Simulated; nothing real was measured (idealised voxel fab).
The document below concerns the process module designated voxel released beams.
Square cell edge 5 nm, section width 285 nm, ID cut.
Each cross-section below is a grid of square cells, stated as bands in top-down order, with one or more rows of cells making up each band. Top, bottom (nm), then materials left to right with widths (nm); lone material tagged "edge to edge" fills the whole band edge to edge; "blank" = empty space. Height is counted from the level 0, under which the received wafer is composed throughout of one material. The lowest of the bands is not closed at the bottom but continues downward, in the notation "from 0 down". Read "30..40" as a graded width: first number on top, second number at the bottom, same change between each pair of neighbouring rows. Any step labelled "no modification" changed none of the cells in the cross-section. Entry "Fully enclosed voids" = empty spaces >= 8 cells with no open way to the top; each as width x height at distance, distance from left edge, all nm. Note: text after step settings on the step line = simulator remark on that step. Each step line may optionally specify "overlay nm", which for a step with a mask gives the rightward distance between the mask's planned place and where it lay, a negative value indicating the leftward direction. Each pair below shows a cross-section before one step and the cross-section after it, down to the lowest band that changed. The line under each pair gives the step between them, with its settings. The pairs can come from different runs of this module on the same starting wafer, so a pair continues from the pair above only where its "Status quo ante" says so.

-- Status quo ante
  from 0 down = Si edge to edge
  Fully enclosed voids: none

-- after
  from 5 to 0 = SiN edge to edge
  Anything lower than 0 is untouched.
  Fully enclosed voids: none
Between the two cross-sections shown above lies CONFORMAL_DEP: material SiN, thk nm 5

Status quo ante: Reference is made to the cross-section shown after the step in the pair directly above, which represents the state prior to this step.

-- after
  from 20 to 5 = SiO2 edge to edge
  Anything lower than 5 is untouched.
  Fully enclosed voids: none
Between the two cross-sections shown above lies DIRECTIONAL_DEP: material SiO2, thk nm 15

Status quo ante: Reference is made to the cross-section shown after the step in the pair directly above, which represents the state prior to this step.

-- after
  from 40 to 20 = resist: 95; blank: 35; resist: 155
  Anything lower than 20 is untouched.
  Fully enclosed voids: none
Between the two cross-sections shown above lies PATTERN: tone open, mask id ANCHOR, material resist, width nm 35, thk nm 20, overlay nm 0

Status quo ante: Reference is made to the cross-section shown after the step in the pair directly above, which represents the state prior to this step.

-- after
  from 40 to 20 = resist: 95; blank: 35; resist: 155
  from 20 to 5 = SiO2: 95; blank: 35; SiO2: 155
  Anything lower than 5 is untouched.
  Fully enclosed voids: none
Between the two cross-sections shown above lies DIRECTIONAL_ETCH: etch materials SiO2, depth nm 15

Status quo ante: Reference is made to the cross-section shown after the step in the pair directly above, which represents the state prior to this step.

-- after
  from 20 to 5 = SiO2: 95; blank: 35; SiO2: 155
  Anything lower than 5 is untouched.
  Fully enclosed voids: none
Between the two cross-sections shown above lies STRIP: etch materials resist

Status quo ante: Reference is made to the cross-section shown after the step in the pair directly above, which represents the state prior to this step.

-- after
  from 35 to 20 = polySi: 110; blank: 5; polySi: 170
  from 20 to 5 = SiO2: 95; polySi: 35; SiO2: 155
  Anything lower than 5 is untouched.
  Fully enclosed voids: none
Between the two cross-sections shown above lies CONFORMAL_DEP: material polySi, thk nm 15

Status quo ante: Reference is made to the cross-section shown after the step in the pair directly above, which represents the state prior to this step.

-- after
  from 50 to 35 = aC: 110; blank: 5; aC: 170
  from 35 to 20 = polySi: 110; aC: 5; polySi: 170
  Anything lower than 20 is untouched.
  Fully enclosed voids: none
Between the two cross-sections shown above lies DIRECTIONAL_DEP: material aC, thk nm 15

Status quo ante: Reference is made to the cross-section shown after the step in the pair directly above, which represents the state prior to this step.

-- after
  from 80 to 50 = blank: 90; resist: 100; blank: 95
  from 50 to 35 = aC: 110; resist: 5; aC: 170
  Anything lower than 35 is untouched.
  Fully enclosed voids: none
Between the two cross-sections shown above lies PATTERN: tone cover, mask id BEAM, material resist, width nm 100, thk nm 30, overlay nm 0

Status quo ante: Reference is made to the cross-section shown after the step in the pair directly above, which represents the state prior to this step.

-- after
  from 65 to 50 = blank: 90; resist: 100; blank: 95
  from 50 to 35 = blank: 90; aC: 20; resist: 5; aC: 75; blank: 95
  Anything lower than 35 is untouched.
  Fully enclosed voids: none
Between the two cross-sections shown above lies DIRECTIONAL_ETCH: etch materials aC, depth nm 15

Status quo ante: Reference is made to the cross-section shown after the step in the pair directly above, which represents the state prior to this step.

-- after
  from 50 to 35 = blank: 90; aC: 20; blank: 5; aC: 75; blank: 95
  Anything lower than 35 is untouched.
  Fully enclosed voids: none
Between the two cross-sections shown above lies STRIP: etch materials resist

Status quo ante: Reference is made to the cross-section shown after the step in the pair directly above, which represents the state prior to this step.

-- after
  from 50 to 35 = blank: 90; aC: 20; blank: 5; aC: 75; blank: 95
  from 35 to 20 = blank: 90; polySi: 20; aC: 5; polySi: 75; blank: 95
  Anything lower than 20 is untouched.
  Fully enclosed voids: none
Between the two cross-sections shown above lies DIRECTIONAL_ETCH: etch materials polySi, depth nm 15

Status quo ante: Reference is made to the cross-section shown after the step in the pair directly above, which represents the state prior to this step.

-- after
  from 35 to 20 = blank: 90; polySi: 20; blank: 5; polySi: 75; blank: 95
  Anything lower than 20 is untouched.
  Fully enclosed voids: none
Between the two cross-sections shown above lies STRIP: etch materials aC

Status quo ante: Reference is made to the cross-section shown after the step in the pair directly above, which represents the state prior to this step.

-- after
  from 35 to 20 = blank: 90; polySi: 20; blank: 5; polySi: 75; blank: 95
  from 20 to 5 = blank: 95; polySi: 35; blank: 155
  Anything lower than 5 is untouched.
  Fully enclosed voids: none
Between the two cross-sections shown above lies STRIP: etch materials SiO2

-- Status quo ante
  from 0 down = Si edge to edge
  Fully enclosed voids: none

-- after
  from 15 to 0 = SiO2 edge to edge
  Anything lower than 0 is untouched.
  Fully enclosed voids: none
Between the two cross-sections shown above lies DIRECTIONAL_DEP: material SiO2, thk nm 15

Status quo ante: Reference is made to the cross-section shown after the step in the pair directly above, which represents the state prior to this step.

-- after
  from 35 to 15 = resist: 95; blank: 35; resist: 155
  Anything lower than 15 is untouched.
  Fully enclosed voids: none
Between the two cross-sections shown above lies PATTERN: tone open, mask id ANCHOR, material resist, width nm 35, thk nm 20, overlay nm 0

Status quo ante: Reference is made to the cross-section shown after the step in the pair directly above, which represents the state prior to this step.

-- after
  from 35 to 15 = resist: 95; blank: 35; resist: 155
  from 15 to 0 = SiO2: 95; blank: 35; SiO2: 155
  Anything lower than 0 is untouched.
  Fully enclosed voids: none
Between the two cross-sections shown above lies DIRECTIONAL_ETCH: etch materials SiO2, depth nm 15

Status quo ante: Reference is made to the cross-section shown after the step in the pair directly above, which represents the state prior to this step.

-- after
  from 15 to 0 = SiO2: 95; blank: 35; SiO2: 155
  Anything lower than 0 is untouched.
  Fully enclosed voids: none
Between the two cross-sections shown above lies STRIP: etch materials resist

Status quo ante: Reference is made to the cross-section shown after the step in the pair directly above, which represents the state prior to this step.

-- after
  from 30 to 15 = polySi: 110; blank: 5; polySi: 170
  from 15 to 0 = SiO2: 95; polySi: 35; SiO2: 155
  Anything lower than 0 is untouched.
  Fully enclosed voids: none
Between the two cross-sections shown above lies CONFORMAL_DEP: material polySi, thk nm 15

Status quo ante: Reference is made to the cross-section shown after the step in the pair directly above, which represents the state prior to this step.

-- after
  from 45 to 30 = aC: 110; blank: 5; aC: 170
  from 30 to 15 = polySi: 110; aC: 5; polySi: 170
  Anything lower than 15 is untouched.
  Fully enclosed voids: none
Between the two cross-sections shown above lies DIRECTIONAL_DEP: material aC, thk nm 15

Status quo ante: Reference is made to the cross-section shown after the step in the pair directly above, which represents the state prior to this step.

-- after
  from 75 to 45 = blank: 90; resist: 100; blank: 95
  from 45 to 30 = aC: 110; resist: 5; aC: 170
  Anything lower than 30 is untouched.
  Fully enclosed voids: none
Between the two cross-sections shown above lies PATTERN: tone cover, mask id BEAM, material resist, width nm 100, thk nm 30, overlay nm 0

Status quo ante: Reference is made to the cross-section shown after the step in the pair directly above, which represents the state prior to this step.

-- after
  from 60 to 45 = blank: 90; resist: 100; blank: 95
  from 45 to 30 = blank: 90; aC: 20; resist: 5; aC: 75; blank: 95
  Anything lower than 30 is untouched.
  Fully enclosed voids: none
Between the two cross-sections shown above lies DIRECTIONAL_ETCH: etch materials aC, depth nm 15

Status quo ante: Reference is made to the cross-section shown after the step in the pair directly above, which represents the state prior to this step.

-- after
  from 45 to 30 = blank: 90; aC: 20; blank: 5; aC: 75; blank: 95
  Anything lower than 30 is untouched.
  Fully enclosed voids: none
Between the two cross-sections shown above lies STRIP: etch materials resist

Status quo ante: Reference is made to the cross-section shown after the step in the pair directly above, which represents the state prior to this step.

-- after
  from 45 to 30 = blank: 90; aC: 20; blank: 5; aC: 75; blank: 95
  from 30 to 15 = blank: 90; polySi: 20; aC: 5; polySi: 75; blank: 95
  Anything lower than 15 is untouched.
  Fully enclosed voids: none
Between the two cross-sections shown above lies DIRECTIONAL_ETCH: etch materials polySi, depth nm 15

Status quo ante: Reference is made to the cross-section shown after the step in the pair directly above, which represents the state prior to this step.

-- after
  from 30 to 15 = blank: 90; polySi: 20; blank: 5; polySi: 75; blank: 95
  Anything lower than 15 is untouched.
  Fully enclosed voids: none
Between the two cross-sections shown above lies STRIP: etch materials aC

Status quo ante: Reference is made to the cross-section shown after the step in the pair directly above, which represents the state prior to this step.

-- after
  from 30 to 15 = blank: 90; polySi: 20; blank: 5; polySi: 75; blank: 95
  from 15 to 0 = blank: 95; polySi: 35; blank: 155
  Anything lower than 0 is untouched.
  Fully enclosed voids: none
Between the two cross-sections shown above lies STRIP: etch materials SiO2

-- Status quo ante
  from 35 to 20 = polySi: 110; blank: 5; polySi: 170
  from 20 to 5 = SiO2: 95; polySi: 35; SiO2: 155
  from 5 to 0 = SiN edge to edge
  from 0 down = Si edge to edge
  Fully enclosed voids: none

-- after
  from 50 to 20 = polySi edge to edge
  Anything lower than 20 is untouched.
  Fully enclosed voids: none
Between the two cross-sections shown above lies CONFORMAL_DEP: material polySi, thk nm 15

Status quo ante: Reference is made to the cross-section shown after the step in the pair directly above, which represents the state prior to this step.

-- after
  from 65 to 50 = aC edge to edge
  Anything lower than 50 is untouched.
  Fully enclosed voids: none
Between the two cross-sections shown above lies DIRECTIONAL_DEP: material aC, thk nm 15

Status quo ante: Reference is made to the cross-section shown after the step in the pair directly above, which represents the state prior to this step.

-- after
  from 95 to 65 = blank: 90; resist: 100; blank: 95
  Anything lower than 65 is untouched.
  Fully enclosed voids: none
Between the two cross-sections shown above lies PATTERN: tone cover, mask id BEAM, material resist, width nm 100, thk nm 30, overlay nm 0

Status quo ante: Reference is made to the cross-section shown after the step in the pair directly above, which represents the state prior to this step.

-- after
  from 80 to 65 = blank: 90; resist: 100; blank: 95
  from 65 to 50 = blank: 90; aC: 100; blank: 95
  Anything lower than 50 is untouched.
  Fully enclosed voids: none
Between the two cross-sections shown above lies DIRECTIONAL_ETCH: etch materials aC, depth nm 15

Status quo ante: Reference is made to the cross-section shown after the step in the pair directly above, which represents the state prior to this step.

-- after
  from 65 to 50 = blank: 90; aC: 100; blank: 95
  Anything lower than 50 is untouched.
  Fully enclosed voids: none
Between the two cross-sections shown above lies STRIP: etch materials resist

Status quo ante: Reference is made to the cross-section shown after the step in the pair directly above, which represents the state prior to this step.

-- after
  from 65 to 50 = blank: 90; aC: 100; blank: 95
  from 50 to 35 = blank: 90; polySi: 100; blank: 95
  Anything lower than 35 is untouched.
  Fully enclosed voids: none
Between the two cross-sections shown above lies DIRECTIONAL_ETCH: etch materials polySi, depth nm 15

Status quo ante: Reference is made to the cross-section shown after the step in the pair directly above, which represents the state prior to this step.

-- after
  from 50 to 35 = blank: 90; polySi: 100; blank: 95
  Anything lower than 35 is untouched.
  Fully enclosed voids: none
Between the two cross-sections shown above lies STRIP: etch materials aC

-- Status quo ante
  from 15 to 0 = SiO2 edge to edge
  from 0 down = Si edge to edge
  Fully enclosed voids: none

-- after
  from 20 to 15 = SiN edge to edge
  Anything lower than 15 is untouched.
  Fully enclosed voids: none
Between the two cross-sections shown above lies CONFORMAL_DEP: material SiN, thk nm 5

Status quo ante: Reference is made to the cross-section shown after the step in the pair directly above, which represents the state prior to this step.

-- after
  from 40 to 20 = resist: 95; blank: 35; resist: 155
  Anything lower than 20 is untouched.
  Fully enclosed voids: none
Between the two cross-sections shown above lies PATTERN: tone open, mask id ANCHOR, material resist, width nm 35, thk nm 20, overlay nm 0

Status quo ante: Reference is made to the cross-section shown after the step in the pair directly above, which represents the state prior to this step.

-- after
  from 20 to 15 = SiN edge to edge
  Anything lower than 15 is untouched.
  Fully enclosed voids: none
Between the two cross-sections shown above lies STRIP: etch materials resist

Status quo ante: Reference is made to the cross-section shown after the step in the pair directly above, which represents the state prior to this step.

-- after
  from 35 to 20 = polySi edge to edge
  Anything lower than 20 is untouched.
  Fully enclosed voids: none
Between the two cross-sections shown above lies CONFORMAL_DEP: material polySi, thk nm 15

Status quo ante: Reference is made to the cross-section shown after the step in the pair directly above, which represents the state prior to this step.

-- after
  from 50 to 35 = aC edge to edge
  Anything lower than 35 is untouched.
  Fully enclosed voids: none
Between the two cross-sections shown above lies DIRECTIONAL_DEP: material aC, thk nm 15

Status quo ante: Reference is made to the cross-section shown after the step in the pair directly above, which represents the state prior to this step.

-- after
  from 80 to 50 = blank: 90; resist: 100; blank: 95
  Anything lower than 50 is untouched.
  Fully enclosed voids: none
Between the two cross-sections shown above lies PATTERN: tone cover, mask id BEAM, material resist, width nm 100, thk nm 30, overlay nm 0

Status quo ante: Reference is made to the cross-section shown after the step in the pair directly above, which represents the state prior to this step.

-- after
  from 65 to 50 = blank: 90; resist: 100; blank: 95
  from 50 to 35 = blank: 90; aC: 100; blank: 95
  Anything lower than 35 is untouched.
  Fully enclosed voids: none
Between the two cross-sections shown above lies DIRECTIONAL_ETCH: etch materials aC, depth nm 15

Status quo ante: Reference is made to the cross-section shown after the step in the pair directly above, which represents the state prior to this step.

-- after
  from 50 to 35 = blank: 90; aC: 100; blank: 95
  Anything lower than 35 is untouched.
  Fully enclosed voids: none
Between the two cross-sections shown above lies STRIP: etch materials resist

Status quo ante: Reference is made to the cross-section shown after the step in the pair directly above, which represents the state prior to this step.

-- after
  from 50 to 35 = blank: 90; aC: 100; blank: 95
  from 35 to 20 = blank: 90; polySi: 100; blank: 95
  Anything lower than 20 is untouched.
  Fully enclosed voids: none
Between the two cross-sections shown above lies DIRECTIONAL_ETCH: etch materials polySi, depth nm 15

Status quo ante: Reference is made to the cross-section shown after the step in the pair directly above, which represents the state prior to this step.

-- after
  from 35 to 20 = blank: 90; polySi: 100; blank: 95
  Anything lower than 20 is untouched.
  Fully enclosed voids: none
Between the two cross-sections shown above lies STRIP: etch materials aC

-- Status quo ante
  from 0 down = Si edge to edge
  Fully enclosed voids: none

-- after
  from 15 to 0 = SiN edge to edge
  Anything lower than 0 is untouched.
  Fully enclosed voids: none
Between the two cross-sections shown above lies CONFORMAL_DEP: material SiN, thk nm 15

Status quo ante: Reference is made to the cross-section shown after the step in the pair directly above, which represents the state prior to this step.

-- after
  from 30 to 15 = SiO2 edge to edge
  Anything lower than 15 is untouched.
  Fully enclosed voids: none
Between the two cross-sections shown above lies DIRECTIONAL_DEP: material SiO2, thk nm 15

Status quo ante: Reference is made to the cross-section shown after the step in the pair directly above, which represents the state prior to this step.

-- after
  from 50 to 30 = resist: 95; blank: 35; resist: 155
  Anything lower than 30 is untouched.
  Fully enclosed voids: none
Between the two cross-sections shown above lies PATTERN: tone open, mask id ANCHOR, material resist, width nm 35, thk nm 20, overlay nm 0

Status quo ante: Reference is made to the cross-section shown after the step in the pair directly above, which represents the state prior to this step.

-- after
  from 50 to 30 = resist: 95; blank: 35; resist: 155
  from 30 to 15 = SiO2: 95; blank: 35; SiO2: 155
  Anything lower than 15 is untouched.
  Fully enclosed voids: none
Between the two cross-sections shown above lies DIRECTIONAL_ETCH: etch materials SiO2, depth nm 15

Status quo ante: Reference is made to the cross-section shown after the step in the pair directly above, which represents the state prior to this step.

-- after
  from 30 to 15 = SiO2: 95; blank: 35; SiO2: 155
  Anything lower than 15 is untouched.
  Fully enclosed voids: none
Between the two cross-sections shown above lies STRIP: etch materials resist

Status quo ante: Reference is made to the cross-section shown after the step in the pair directly above, which represents the state prior to this step.

-- after
  from 45 to 30 = polySi: 110; blank: 5; polySi: 170
  from 30 to 15 = SiO2: 95; polySi: 35; SiO2: 155
  Anything lower than 15 is untouched.
  Fully enclosed voids: none
Between the two cross-sections shown above lies CONFORMAL_DEP: material polySi, thk nm 15

Status quo ante: Reference is made to the cross-section shown after the step in the pair directly above, which represents the state prior to this step.

-- after
  from 60 to 45 = aC: 110; blank: 5; aC: 170
  from 45 to 30 = polySi: 110; aC: 5; polySi: 170
  Anything lower than 30 is untouched.
  Fully enclosed voids: none
Between the two cross-sections shown above lies DIRECTIONAL_DEP: material aC, thk nm 15

Status quo ante: Reference is made to the cross-section shown after the step in the pair directly above, which represents the state prior to this step.

-- after
  from 90 to 60 = blank: 90; resist: 100; blank: 95
  from 60 to 45 = aC: 110; resist: 5; aC: 170
  Anything lower than 45 is untouched.
  Fully enclosed voids: none
Between the two cross-sections shown above lies PATTERN: tone cover, mask id BEAM, material resist, width nm 100, thk nm 30, overlay nm 0

Status quo ante: Reference is made to the cross-section shown after the step in the pair directly above, which represents the state prior to this step.

-- after
  from 75 to 60 = blank: 90; resist: 100; blank: 95
  from 60 to 45 = blank: 90; aC: 20; resist: 5; aC: 75; blank: 95
  Anything lower than 45 is untouched.
  Fully enclosed voids: none
Between the two cross-sections shown above lies DIRECTIONAL_ETCH: etch materials aC, depth nm 15

Status quo ante: Reference is made to the cross-section shown after the step in the pair directly above, which represents the state prior to this step.

-- after
  from 60 to 45 = blank: 90; aC: 20; blank: 5; aC: 75; blank: 95
  Anything lower than 45 is untouched.
  Fully enclosed voids: none
Between the two cross-sections shown above lies STRIP: etch materials resist

Status quo ante: Reference is made to the cross-section shown after the step in the pair directly above, which represents the state prior to this step.

-- after
  from 60 to 45 = blank: 90; aC: 20; blank: 5; aC: 75; blank: 95
  from 45 to 30 = blank: 90; polySi: 20; aC: 5; polySi: 75; blank: 95
  Anything lower than 30 is untouched.
  Fully enclosed voids: none
Between the two cross-sections shown above lies DIRECTIONAL_ETCH: etch materials polySi, depth nm 15

Status quo ante: Reference is made to the cross-section shown after the step in the pair directly above, which represents the state prior to this step.

-- after
  from 45 to 30 = blank: 90; polySi: 20; blank: 5; polySi: 75; blank: 95
  Anything lower than 30 is untouched.
  Fully enclosed voids: none
Between the two cross-sections shown above lies STRIP: etch materials aC

Status quo ante: Reference is made to the cross-section shown after the step in the pair directly above, which represents the state prior to this step.

-- after
  from 45 to 30 = blank: 90; polySi: 20; blank: 5; polySi: 75; blank: 95
  from 30 to 15 = blank: 95; polySi: 35; blank: 155
  Anything lower than 15 is untouched.
  Fully enclosed voids: none
Between the two cross-sections shown above lies STRIP: etch materials SiO2

-- Status quo ante
  from 50 to 35 = aC: 110; blank: 5; aC: 170
  from 35 to 20 = polySi: 110; aC: 5; polySi: 170
  from 20 to 5 = SiO2: 95; polySi: 35; SiO2: 155
  from 5 to 0 = SiN edge to edge
  from 0 down = Si edge to edge
  Fully enclosed voids: none

-- after
  from 80 to 50 = blank: 95; resist: 90; blank: 100
  from 50 to 35 = aC: 110; resist: 5; aC: 170
  Anything lower than 35 is untouched.
  Fully enclosed voids: none
Between the two cross-sections shown above lies PATTERN: tone cover, mask id BEAM, material resist, width nm 90, thk nm 30, overlay nm 0

Status quo ante: Reference is made to the cross-section shown after the step in the pair directly above, which represents the state prior to this step.

-- after
  from 65 to 50 = blank: 95; resist: 90; blank: 100
  from 50 to 35 = blank: 95; aC: 15; resist: 5; aC: 70; blank: 100
  Anything lower than 35 is untouched.
  Fully enclosed voids: none
Between the two cross-sections shown above lies DIRECTIONAL_ETCH: etch materials aC, depth nm 15

Status quo ante: Reference is made to the cross-section shown after the step in the pair directly above, which represents the state prior to this step.

-- after
  from 50 to 35 = blank: 95; aC: 15; blank: 5; aC: 70; blank: 100
  Anything lower than 35 is untouched.
  Fully enclosed voids: none
Between the two cross-sections shown above lies STRIP: etch materials resist

Status quo ante: Reference is made to the cross-section shown after the step in the pair directly above, which represents the state prior to this step.

-- after
  from 50 to 35 = blank: 95; aC: 15; blank: 5; aC: 70; blank: 100
  from 35 to 20 = blank: 95; polySi: 15; aC: 5; polySi: 70; blank: 100
  Anything lower than 20 is untouched.
  Fully enclosed voids: none
Between the two cross-sections shown above lies DIRECTIONAL_ETCH: etch materials polySi, depth nm 15

Status quo ante: Reference is made to the cross-section shown after the step in the pair directly above, which represents the state prior to this step.

-- after
  from 35 to 20 = blank: 95; polySi: 15; blank: 5; polySi: 70; blank: 100
  Anything lower than 20 is untouched.
  Fully enclosed voids: none
Between the two cross-sections shown above lies STRIP: etch materials aC

Status quo ante: Reference is made to the cross-section shown after the step in the pair directly above, which represents the state prior to this step.

-- after
  from 35 to 20 = blank: 95; polySi: 15; blank: 5; polySi: 70; blank: 100
  from 20 to 5 = blank: 95; polySi: 35; blank: 155
  Anything lower than 5 is untouched.
  Fully enclosed voids: none
Between the two cross-sections shown above lies STRIP: etch materials SiO2

-- Status quo ante
  from 50 to 35 = aC: 110; blank: 5; aC: 170
  from 35 to 20 = polySi: 110; aC: 5; polySi: 170
  from 20 to 5 = SiO2: 95; polySi: 35; SiO2: 155
  from 5 to 0 = SiN edge to edge
  from 0 down = Si edge to edge
  Fully enclosed voids: none

-- after
  from 80 to 50 = blank: 95; resist: 100; blank: 90
  from 50 to 35 = aC: 110; resist: 5; aC: 170
  Anything lower than 35 is untouched.
  Fully enclosed voids: none
Between the two cross-sections shown above lies PATTERN: tone cover, mask id BEAM, material resist, width nm 100, thk nm 30, overlay nm 5

Status quo ante: Reference is made to the cross-section shown after the step in the pair directly above, which represents the state prior to this step.

-- after
  from 65 to 50 = blank: 95; resist: 100; blank: 90
  from 50 to 35 = blank: 95; aC: 15; resist: 5; aC: 80; blank: 90
  Anything lower than 35 is untouched.
  Fully enclosed voids: none
Between the two cross-sections shown above lies DIRECTIONAL_ETCH: etch materials aC, depth nm 15

Status quo ante: Reference is made to the cross-section shown after the step in the pair directly above, which represents the state prior to this step.

-- after
  from 50 to 35 = blank: 95; aC: 15; blank: 5; aC: 80; blank: 90
  Anything lower than 35 is untouched.
  Fully enclosed voids: none
Between the two cross-sections shown above lies STRIP: etch materials resist

Status quo ante: Reference is made to the cross-section shown after the step in the pair directly above, which represents the state prior to this step.

-- after
  from 50 to 35 = blank: 95; aC: 15; blank: 5; aC: 80; blank: 90
  from 35 to 20 = blank: 95; polySi: 15; aC: 5; polySi: 80; blank: 90
  Anything lower than 20 is untouched.
  Fully enclosed voids: none
Between the two cross-sections shown above lies DIRECTIONAL_ETCH: etch materials polySi, depth nm 15

Status quo ante: Reference is made to the cross-section shown after the step in the pair directly above, which represents the state prior to this step.

-- after
  from 35 to 20 = blank: 95; polySi: 15; blank: 5; polySi: 80; blank: 90
  Anything lower than 20 is untouched.
  Fully enclosed voids: none
Between the two cross-sections shown above lies STRIP: etch materials aC

Status quo ante: Reference is made to the cross-section shown after the step in the pair directly above, which represents the state prior to this step.

-- after
  from 35 to 20 = blank: 95; polySi: 15; blank: 5; polySi: 80; blank: 90
  from 20 to 5 = blank: 95; polySi: 35; blank: 155
  Anything lower than 5 is untouched.
  Fully enclosed voids: none
Between the two cross-sections shown above lies STRIP: etch materials SiO2

-- Status quo ante
  from 0 down = Si edge to edge
  Fully enclosed voids: none

-- after
  from 5 to 0 = polySi edge to edge
  Anything lower than 0 is untouched.
  Fully enclosed voids: none
Between the two cross-sections shown above lies CONFORMAL_DEP: material polySi, thk nm 5

Status quo ante: Reference is made to the cross-section shown after the step in the pair directly above, which represents the state prior to this step.

-- after
  from 20 to 5 = SiO2 edge to edge
  Anything lower than 5 is untouched.
  Fully enclosed voids: none
Between the two cross-sections shown above lies DIRECTIONAL_DEP: material SiO2, thk nm 15

Status quo ante: Reference is made to the cross-section shown after the step in the pair directly above, which represents the state prior to this step.

-- after
  from 40 to 20 = resist: 95; blank: 35; resist: 155
  Anything lower than 20 is untouched.
  Fully enclosed voids: none
Between the two cross-sections shown above lies PATTERN: tone open, mask id ANCHOR, material resist, width nm 35, thk nm 20, overlay nm 0

Status quo ante: Reference is made to the cross-section shown after the step in the pair directly above, which represents the state prior to this step.

-- after
  from 40 to 20 = resist: 95; blank: 35; resist: 155
  from 20 to 5 = SiO2: 95; blank: 35; SiO2: 155
  Anything lower than 5 is untouched.
  Fully enclosed voids: none
Between the two cross-sections shown above lies DIRECTIONAL_ETCH: etch materials SiO2, depth nm 15

Status quo ante: Reference is made to the cross-section shown after the step in the pair directly above, which represents the state prior to this step.

-- after
  from 20 to 5 = SiO2: 95; blank: 35; SiO2: 155
  Anything lower than 5 is untouched.
  Fully enclosed voids: none
Between the two cross-sections shown above lies STRIP: etch materials resist

Status quo ante: Reference is made to the cross-section shown after the step in the pair directly above, which represents the state prior to this step.

-- after
  from 35 to 20 = polySi: 110; blank: 5; polySi: 170
  from 20 to 5 = SiO2: 95; polySi: 35; SiO2: 155
  Anything lower than 5 is untouched.
  Fully enclosed voids: none
Between the two cross-sections shown above lies CONFORMAL_DEP: material polySi, thk nm 15

Status quo ante: Reference is made to the cross-section shown after the step in the pair directly above, which represents the state prior to this step.

-- after
  from 50 to 35 = aC: 110; blank: 5; aC: 170
  from 35 to 20 = polySi: 110; aC: 5; polySi: 170
  Anything lower than 20 is untouched.
  Fully enclosed voids: none
Between the two cross-sections shown above lies DIRECTIONAL_DEP: material aC, thk nm 15

Status quo ante: Reference is made to the cross-section shown after the step in the pair directly above, which represents the state prior to this step.

-- after
  from 80 to 50 = blank: 90; resist: 100; blank: 95
  from 50 to 35 = aC: 110; resist: 5; aC: 170
  Anything lower than 35 is untouched.
  Fully enclosed voids: none
Between the two cross-sections shown above lies PATTERN: tone cover, mask id BEAM, material resist, width nm 100, thk nm 30, overlay nm 0

Status quo ante: Reference is made to the cross-section shown after the step in the pair directly above, which represents the state prior to this step.

-- after
  from 65 to 50 = blank: 90; resist: 100; blank: 95
  from 50 to 35 = blank: 90; aC: 20; resist: 5; aC: 75; blank: 95
  Anything lower than 35 is untouched.
  Fully enclosed voids: none
Between the two cross-sections shown above lies DIRECTIONAL_ETCH: etch materials aC, depth nm 15

Status quo ante: Reference is made to the cross-section shown after the step in the pair directly above, which represents the state prior to this step.

-- after
  from 50 to 35 = blank: 90; aC: 20; blank: 5; aC: 75; blank: 95
  Anything lower than 35 is untouched.
  Fully enclosed voids: none
Between the two cross-sections shown above lies STRIP: etch materials resist

Status quo ante: Reference is made to the cross-section shown after the step in the pair directly above, which represents the state prior to this step.

-- after
  from 50 to 35 = blank: 90; aC: 20; blank: 5; aC: 75; blank: 95
  from 35 to 20 = blank: 90; polySi: 20; aC: 5; polySi: 75; blank: 95
  Anything lower than 20 is untouched.
  Fully enclosed voids: none
Between the two cross-sections shown above lies DIRECTIONAL_ETCH: etch materials polySi, depth nm 15

Status quo ante: Reference is made to the cross-section shown after the step in the pair directly above, which represents the state prior to this step.

-- after
  from 35 to 20 = blank: 90; polySi: 20; blank: 5; polySi: 75; blank: 95
  Anything lower than 20 is untouched.
  Fully enclosed voids: none
Between the two cross-sections shown above lies STRIP: etch materials aC

Status quo ante: Reference is made to the cross-section shown after the step in the pair directly above, which represents the state prior to this step.

-- after
  from 35 to 20 = blank: 90; polySi: 20; blank: 5; polySi: 75; blank: 95
  from 20 to 5 = blank: 95; polySi: 35; blank: 155
  Anything lower than 5 is untouched.
  Fully enclosed voids: none
Between the two cross-sections shown above lies STRIP: etch materials SiO2

-- Status quo ante
  from 20 to 5 = SiO2 edge to edge
  from 5 to 0 = SiN edge to edge
  from 0 down = Si edge to edge
  Fully enclosed voids: none

-- after
  from 40 to 20 = blank: 95; resist: 35; blank: 155
  Anything lower than 20 is untouched.
  Fully enclosed voids: none
Between the two cross-sections shown above lies PATTERN: tone cover, mask id ANCHOR, material resist, width nm 35, thk nm 20, overlay nm 0

Status quo ante: Reference is made to the cross-section shown after the step in the pair directly above, which represents the state prior to this step.

-- after
  from 40 to 20 = blank: 95; resist: 35; blank: 155
  from 20 to 5 = blank: 95; SiO2: 35; blank: 155
  Anything lower than 5 is untouched.
  Fully enclosed voids: none
Between the two cross-sections shown above lies DIRECTIONAL_ETCH: etch materials SiO2, depth nm 15

Status quo ante: Reference is made to the cross-section shown after the step in the pair directly above, which represents the state prior to this step.

-- after
  from 20 to 5 = blank: 95; SiO2: 35; blank: 155
  Anything lower than 5 is untouched.
  Fully enclosed voids: none
Between the two cross-sections shown above lies STRIP: etch materials resist

Status quo ante: Reference is made to the cross-section shown after the step in the pair directly above, which represents the state prior to this step.

-- after
  from 35 to 20 = blank: 80; polySi: 65; blank: 140
  from 20 to 5 = polySi: 95; SiO2: 35; polySi: 155
  Anything lower than 5 is untouched.
  Fully enclosed voids: none
Between the two cross-sections shown above lies CONFORMAL_DEP: material polySi, thk nm 15

Status quo ante: Reference is made to the cross-section shown after the step in the pair directly above, which represents the state prior to this step.

-- after
  from 50 to 35 = blank: 80; aC: 65; blank: 140
  from 35 to 20 = aC: 80; polySi: 65; aC: 140
  Anything lower than 20 is untouched.
  Fully enclosed voids: none
Between the two cross-sections shown above lies DIRECTIONAL_DEP: material aC, thk nm 15

Status quo ante: Reference is made to the cross-section shown after the step in the pair directly above, which represents the state prior to this step.

-- after
  from 80 to 50 = blank: 90; resist: 100; blank: 95
  from 50 to 35 = blank: 80; aC: 65; resist: 45; blank: 95
  Anything lower than 35 is untouched.
  Fully enclosed voids: none
Between the two cross-sections shown above lies PATTERN: tone cover, mask id BEAM, material resist, width nm 100, thk nm 30, overlay nm 0

Status quo ante: Reference is made to the cross-section shown after the step in the pair directly above, which represents the state prior to this step.

-- after
  from 65 to 50 = blank: 90; resist: 100; blank: 95
  from 50 to 35 = blank: 90; aC: 55; resist: 45; blank: 95
  from 35 to 20 = blank: 80; polySi: 65; aC: 45; blank: 95
  Anything lower than 20 is untouched.
  Fully enclosed voids: none
Between the two cross-sections shown above lies DIRECTIONAL_ETCH: etch materials aC, depth nm 15

Status quo ante: Reference is made to the cross-section shown after the step in the pair directly above, which represents the state prior to this step.

-- after
  from 50 to 35 = blank: 90; aC: 55; blank: 140
  Anything lower than 35 is untouched.
  Fully enclosed voids: none
Between the two cross-sections shown above lies STRIP: etch materials resist
